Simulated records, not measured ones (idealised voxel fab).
Name of the process module below: voxel capacitor over wiring
It is cross-section cut that appears here, measuring 265 nm in width, its square cells being 5 nm in size.
Just so we're on the same page, the cross-sections are grids of square cells, and they're listed out in bands top to bottom, each band one or more rows deep. Band: top and bottom heights (nm) first, top before bottom; then materials from left to right, widths in nm. "all across" marks a sole material filling the band edge to edge. "air" denotes empty space. Convention: height 0 is the level below which the wafer, as received, is all one material. The lowest band does not terminate at the bottom but continues downward, represented as "0 down". Width: "30->40" (first number = top row, second number = bottom row, same change from row to row of cells). Take "nothing different" at face value: in the step it is given for, the cross-section changed in none of its cells. The label "Closed internal voids" introduces a list of the empty spaces, 8 cells or larger, that have no open way up to the top; each entry in it reads width x height at distance, where the distance is taken from the left edge and all three are stated in nm. What comes after the settings on a step's line is commentary from the simulator itself on that step. For masked steps, "overlay nm" on the step line gives how far right of plan the mask actually lay; a minus sign means it lay to the left.

The process steps that were planned are listed below:
1: RECEIVE [material Si]
2: CONFORMAL_DEP [material SiO2] [thk nm 10]
3: DIRECTIONAL_DEP [material TiN] [thk nm 5]
4: DIRECTIONAL_DEP [material Ru] [thk nm 15]
5: MASKED_ETCH [tone cover] [mask id METAL_1] [width nm 20] [pitch nm 70] [etch materials Ru] [depth nm 15] [overlay nm 0]
6: MASKED_ETCH [tone cover] [mask id METAL_1] [width nm 20] [pitch nm 70] [etch materials TiN] [depth nm 5] [overlay nm 0]
7: CONFORMAL_DEP [material SiCN] [thk nm 5]
8: FILL_DEP [material lowk] [thk nm 10]
9: CMP [height nm 30]
10: CONFORMAL_DEP [material SiCN] [thk nm 5]
11: DIRECTIONAL_DEP [material lowk] [thk nm 20]
12: PATTERN [tone open] [mask id PLUG_1] [material resist] [width nm 15] [thk nm 15] [overlay nm 0]
13: DIRECTIONAL_ETCH [etch materials lowk] [depth nm 20]
14: DIRECTIONAL_ETCH [etch materials SiCN] [depth nm 5]
15: STRIP [etch materials resist]
16: CONFORMAL_DEP [material TiN] [thk nm 5]
17: FILL_DEP [material Cu] [thk nm 10]
18: CMP [height nm 55]
19: DIRECTIONAL_DEP [material TiN] [thk nm 5]
20: DIRECTIONAL_DEP [material HfO2] [thk nm 5]
21: DIRECTIONAL_DEP [material TiN] [thk nm 5]
22: PATTERN [tone cover] [mask id UPPER_PLATE] [material resist] [width nm 55] [thk nm 20] [overlay nm 0]
23: DIRECTIONAL_ETCH [etch materials TiN] [depth nm 5]
24: DIRECTIONAL_ETCH [etch materials HfO2] [depth nm 5]
25: STRIP [etch materials resist]
26: MASKED_ETCH [tone cover] [mask id LOWER_PLATE] [width nm 65] [etch materials TiN] [depth nm 5] [overlay nm -15]
27: FILL_DEP [material SiO2] [thk nm 15]
28: CMP [height nm 80]
29: PATTERN [tone open] [mask id PLUG_2] [material resist] [width nm 15] [thk nm 20] [overlay nm 0]
30: DIRECTIONAL_ETCH [etch materials SiO2] [depth nm 10]
31: STRIP [etch materials resist]
32: CONFORMAL_DEP [material TiN] [thk nm 5]
33: FILL_DEP [material Cu] [thk nm 10]
34: CMP [height nm 80]
35: CONFORMAL_DEP [material SiN] [thk nm 5]
The plan's step 26 overlay nm is the first wafer's value; the wafers differ in this setting and start identical.

As received, i.e. after step 1: cross-section through the first of several wafers:
	0 down: Si all across
	Closed internal voids: none

Heads up, this table goes wafer by wafer. A row tells you, at the end of the module, how many cells of each material that wafer has put on (+) or dropped (-) since it was received, and then its closed voids:
overlay nm -15 | +5 Cu | +11 HfO2 | +24 Ru | +107 SiCN | +53 SiN | +330 SiO2 | +48 TiN | +323 lowk | Closed internal voids: none
overlay nm -10 | +5 Cu | +11 HfO2 | +24 Ru | +107 SiCN | +53 SiN | +330 SiO2 | +48 TiN | +323 lowk | Closed internal voids: none
overlay nm -5 | +5 Cu | +11 HfO2 | +24 Ru | +107 SiCN | +53 SiN | +330 SiO2 | +48 TiN | +323 lowk | Closed internal voids: none
overlay nm 0 | +5 Cu | +11 HfO2 | +24 Ru | +107 SiCN | +53 SiN | +330 SiO2 | +48 TiN | +323 lowk | Closed internal voids: none
overlay nm 5 | +5 Cu | +11 HfO2 | +24 Ru | +107 SiCN | +53 SiN | +330 SiO2 | +48 TiN | +323 lowk | Closed internal voids: none
overlay nm 10 | +5 Cu | +11 HfO2 | +24 Ru | +107 SiCN | +53 SiN | +330 SiO2 | +48 TiN | +323 lowk | Closed internal voids: none
overlay nm 15 | +5 Cu | +11 HfO2 | +24 Ru | +107 SiCN | +53 SiN | +330 SiO2 | +48 TiN | +323 lowk | Closed internal voids: none
